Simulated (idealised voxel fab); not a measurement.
Proc. module: voxel self aligned contacts
cross-section cut | 250 nm wide | cells 5 nm
We lay out every cross-section as a grid of square cells and spell it out in bands from the top down, where one band means one or more rows of cells. Look at the band entry: it leads with the top's height and the bottom's height in nm. Then it lists the materials left to right, with a width in nm for each. The word "throughout" on a single material says that material fills the band edge to edge. The word "empty" is empty space. Beneath 0, the wafer as received is one material, and that level is where height counting begins. The lowest band goes on downward without a bottom; it is written like "0 nm and below". Read "30 to 40" as a graded width: first number on top, second number at the bottom, same change between each pair of neighbouring rows. "changes: none" means the step left every cell of the cross-section as it was. Reported under the label "Voids lacking openings" are the empty spaces having no open way to the top and comprising 8 cells or more; the notation for each is width x height at distance, in which the distance is measured from the left edge and all three values are in nm. Heads up: the bit after the settings on a step's line is the simulator's remark on that step. The line of a step may include "overlay nm". On a step with a mask, this value is how far to the right of its planned place the mask lay. A negative value means the mask lay to the left.

# This section lists the process steps that were planned
step 1: RECEIVE (material Si)
step 2: OXIDIZE (depth nm 5)
step 3: DIRECTIONAL_DEP (material polySi; thk nm 30)
step 4: DIRECTIONAL_DEP (material SiN; thk nm 20)
step 5: DIRECTIONAL_DEP (material aC; thk nm 15)
step 6: PATTERN (tone cover; mask id GATE; material resist; width nm 35; pitch nm 65; thk nm 30; overlay nm 0)
step 7: DIRECTIONAL_ETCH (etch materials aC; depth nm 15)
step 8: STRIP (etch materials resist)
step 9: DIRECTIONAL_ETCH (etch materials SiN; depth nm 20)
step 10: DIRECTIONAL_ETCH (etch materials polySi; depth nm 30)
step 11: STRIP (etch materials aC)
step 12: CONFORMAL_DEP (material SiN; thk nm 5)
step 13: DIRECTIONAL_ETCH (etch materials SiN; depth nm 5)
step 14: FILL_DEP (material SiO2; thk nm 20)
step 15: CMP (height nm 60)
step 16: DIRECTIONAL_DEP (material aC; thk nm 15)
step 17: PATTERN (tone open; mask id CONTACT; material resist; width nm 40; pitch nm 65; thk nm 30; overlay nm 0)
step 18: DIRECTIONAL_ETCH (etch materials aC; depth nm 15)
step 19: STRIP (etch materials resist)
step 20: DIRECTIONAL_ETCH (etch materials SiO2; depth nm 65)
step 21: STRIP (etch materials aC)
step 22: CONFORMAL_DEP (material TiN; thk nm 5)
step 23: FILL_DEP (material Ru; thk nm 5)
step 24: CMP (height nm 60)
step 25: CONFORMAL_DEP (material SiCN; thk nm 5)

# As-received wafer cross-section (after step 1)
0 nm and below  Si throughout
Voids lacking openings: none

# Cross-sectional view of the first of the two wafers upon completion of the module, processed in accordance with the plan
65 nm to 60 nm  SiCN throughout
60 nm to 50 nm  SiO2 70, then TiN 5 to 15, then Ru 30 to 10, then TiN 5 to 15, then SiO2 25, then TiN 5 to 15, then Ru 30 to 10, then TiN 5 to 15, then SiO2 75
50 nm to 30 nm  SiO2 35, then SiN 45, then TiN 5, then Ru 10, then TiN 5, then SiN 45, then TiN 5, then Ru 10, then TiN 5, then SiN 45, then SiO2 40
30 nm to 0 nm  SiO2 35, then SiN 5, then polySi 35, then SiN 5, then TiN 5, then Ru 10, then TiN 5, then SiN 5, then polySi 35, then SiN 5, then TiN 5, then Ru 10, then TiN 5, then SiN 5, then polySi 35, then SiN 5, then SiO2 40
0 nm to -5 nm  SiO2 80, then TiN 20, then SiO2 45, then TiN 20, then SiO2 85
-5 nm and below  Si throughout
Voids lacking openings: none

# This is the second of the two wafers, cross-sectioned at the end of the module; it started exactly like the first and was given the same plan, but it was run with one mistake
65 nm to 60 nm  SiCN throughout
60 nm to 50 nm  SiO2 75, then TiN 5 to 10, then Ru 20 to 10, then TiN 5 to 10, then SiO2 35, then TiN 5 to 10, then Ru 20 to 10, then TiN 5 to 10, then SiO2 80
50 nm to 30 nm  SiO2 35, then SiN 45, then TiN 5, then Ru 10, then TiN 5, then SiN 45, then TiN 5, then Ru 10, then TiN 5, then SiN 45, then SiO2 40
30 nm to 0 nm  SiO2 35, then SiN 5, then polySi 35, then SiN 5, then TiN 5, then Ru 10, then TiN 5, then SiN 5, then polySi 35, then SiN 5, then TiN 5, then Ru 10, then TiN 5, then SiN 5, then polySi 35, then SiN 5, then SiO2 40
0 nm to -5 nm  SiO2 80, then TiN 20, then SiO2 45, then TiN 20, then SiO2 85
-5 nm and below  Si throughout
Voids lacking openings: none
Where did the run depart from the plan? so step 17 ended up running with a different setting than we planned, it ran as PATTERN (tone open; mask id CONTACT; material resist; width nm 30; pitch nm 65; thk nm 30; overlay nm 0)
Per the end-of-run cell counts, the second wafer holds more or fewer of some materials than the first: Ru -4 | SiO2 +8 | TiN -4
